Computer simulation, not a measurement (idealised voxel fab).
process module | voxel gate over fins
cross-section cut | 235 nm wide | cells 5 nm
A cross-section is a grid of square cells, given in bands from the top down. A band is one or more rows of cells.
Each band's line starts with the height of the band's top and of its bottom, in nm. Then come its materials from left to right, each with its width in nm. One material with "throughout" fills the band from edge to edge. "air" is empty space.
Height 0 is the level under which the wafer as received is all one material. The lowest band goes on downwards, as in "0 down".
A width such as "30 to 40" changes by the same amount from each row of cells to the next, from the band's top row to its bottom row.
"no change" after a step means that no cell of the cross-section changed.
closed voids: empty space of 8 cells or more with no open way to the top, each as width x height at its distance from the left edge, in nm
after a step's settings: what the simulator itself notes on the step
overlay nm, on a step with a mask: how far to the right of its planned place the mask lay; to the left if negative
plan
1 op RECEIVE | material Si
2 op CONFORMAL_DEP | material SiN | thk nm 10
3 op PATTERN | tone cover | mask id FINS | material resist | width nm 15 | pitch nm 45 | thk nm 20 | overlay nm 0
4 op DIRECTIONAL_ETCH | etch materials SiN | depth nm 10
5 op DIRECTIONAL_ETCH | etch materials Si | depth nm 40
6 op STRIP | etch materials resist
7 op FILL_DEP | material SiO2 | thk nm 5
8 op CMP | height nm 10
9 op SELECTIVE_ETCH | etch materials SiO2 | depth nm 25
10 op STRIP | etch materials SiN
11 op CONFORMAL_DEP | material HfO2 | thk nm 5
12 op CONFORMAL_DEP | material TiN | thk nm 5
13 op CONFORMAL_DEP | material TiAl | thk nm 5
14 op CONFORMAL_DEP | material TiN | thk nm 5
15 op FILL_DEP | material W | thk nm 15
16 op CMP | height nm 30
17 op CONFORMAL_DEP | material SiN | thk nm 5
as received, after step 1
  0 down: Si throughout
  closed voids: none
a wafer at the end: this start, this plan, one mistake
  35 to 30: SiN throughout
  30 to 20: W throughout
  20 to 15: W 65 | TiN 100 | W 70
  15 to 10: W 65 | TiN 5 | TiAl 90 | TiN 5 | W 70
  10 to 5: W 65 | TiN 5 | TiAl 5 | TiN 35 | TiAl 10 | TiN 35 | TiAl 5 | TiN 5 | W 70
  5 to 0: TiN 70 | TiAl 5 | TiN 5 | HfO2 25 | TiN 5 | TiAl 10 | TiN 5 | HfO2 25 | TiN 5 | TiAl 5 | TiN 75
  0 to -5: TiAl 75 | TiN 5 | HfO2 5 | Si 15 | HfO2 5 | TiN 5 | TiAl 10 | TiN 5 | HfO2 5 | Si 15 | HfO2 5 | TiN 5 | TiAl 80
  -5 to -10: TiN 80 | HfO2 5 | Si 15 | HfO2 5 | TiN 20 | HfO2 5 | Si 15 | HfO2 5 | TiN 85
  -10 to -15: HfO2 85 | Si 15 | HfO2 30 | Si 15 | HfO2 90
  -15 to -80: SiO2 85 | Si 15 | SiO2 30 | Si 15 | SiO2 90
  -80 down: Si throughout
  closed voids: none
what went wrong: step 5 was run twice
